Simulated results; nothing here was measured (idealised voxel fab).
Herein follows the process module entitled voxel air gaps.
Each square cell in cross-section cut measures 5 nm, and the section as a whole is 270 nm wide.
We lay out every cross-section as a grid of square cells and spell it out in bands from the top down, where one band means one or more rows of cells. It is stipulated that each band's entry specify, in nanometres, the height of the top of the band and then that of its bottom, followed by the materials of the band in left-to-right sequence, each together with its width in nanometres. A single material marked by the word "everywhere" is understood to fill the band from edge to edge; the word "blank" is understood to denote empty space. A quick word on heights: they are counted from 0, and under that level the wafer as it came to us is one material throughout. The lowest band is different from the rest in having no bottom; it simply continues downward, written as in "0 down". Note: "30..40" means the width goes from the first number (top row of the band) to the second number (bottom row) in equal steps per row of cells. Any step labelled "nothing got changed" changed none of the cells in the cross-section. Heads up: "Cavities, closed" only lists the empty pockets with no open path to the top that are 8 cells or more, and it writes them as width x height at distance, distance from the left edge, in nm. Past the settings on a step's line: simulator remark, on that step. You can add "overlay nm" to a step's line. For a step with a mask, it describes how far the mask lay to the right of its planned position, and a negative number describes a lay to the left.

### These are the steps we planned for the process
1) RECEIVE | material Si
2) CONFORMAL_DEP | material SiO2 | thk nm 10
3) CONFORMAL_DEP | material SiN | thk nm 5
4) DIRECTIONAL_DEP | material SiO2 | thk nm 35
5) MASKED_ETCH | tone open | mask id LINES | width nm 20 | pitch nm 45 | etch materials SiO2 | depth nm 35 | overlay nm 0
6) CONFORMAL_DEP | material TiN | thk nm 5
7) FILL_DEP | material W | thk nm 5
8) CMP | height nm 50
9) EPI | material Ru | thk nm 10
10) SELECTIVE_ETCH | etch materials SiO2 | depth nm 45
11) CONFORMAL_DEP | material SiCN | thk nm 5

### Received-state cross-section, reflecting completion of step 1
0 down  Si everywhere
Cavities, closed: none

### Here's the wafer cut in cross-section after the module, started and planned just like above, except one thing was done wrong in the run
65 to 60  blank: 35  SiCN: 195  blank: 40
60 to 50  blank: 35  SiCN: 5  Ru: 185  SiCN: 5  blank: 40
50 to 45  blank: 35  SiCN: 15  TiN: 5  W: 20  TiN: 5  SiO2: 15  TiN: 5  W: 20  TiN: 5  SiO2: 15  TiN: 5  W: 20  TiN: 5  SiO2: 15  TiN: 5  W: 20  TiN: 5  SiCN: 15  blank: 40
45 to 20  blank: 45  SiCN: 5  TiN: 5  W: 20  TiN: 5  SiO2: 15  TiN: 5  W: 20  TiN: 5  SiO2: 15  TiN: 5  W: 20  TiN: 5  SiO2: 15  TiN: 5  W: 20  TiN: 5  SiCN: 5  blank: 50
20 to 15  SiCN: 50  TiN: 30  SiO2: 15  TiN: 30  SiO2: 15  TiN: 30  SiO2: 15  TiN: 30  SiCN: 55
15 to 10  SiN everywhere
10 to 0  SiO2 everywhere
0 down  Si everywhere
Cavities, closed: none
What went wrong in running the wafer? step 5 was run on a setting that differed from the plan, and what really ran there is MASKED_ETCH | tone open | mask id LINES | width nm 30 | pitch nm 45 | etch materials SiO2 | depth nm 35 | overlay nm 0
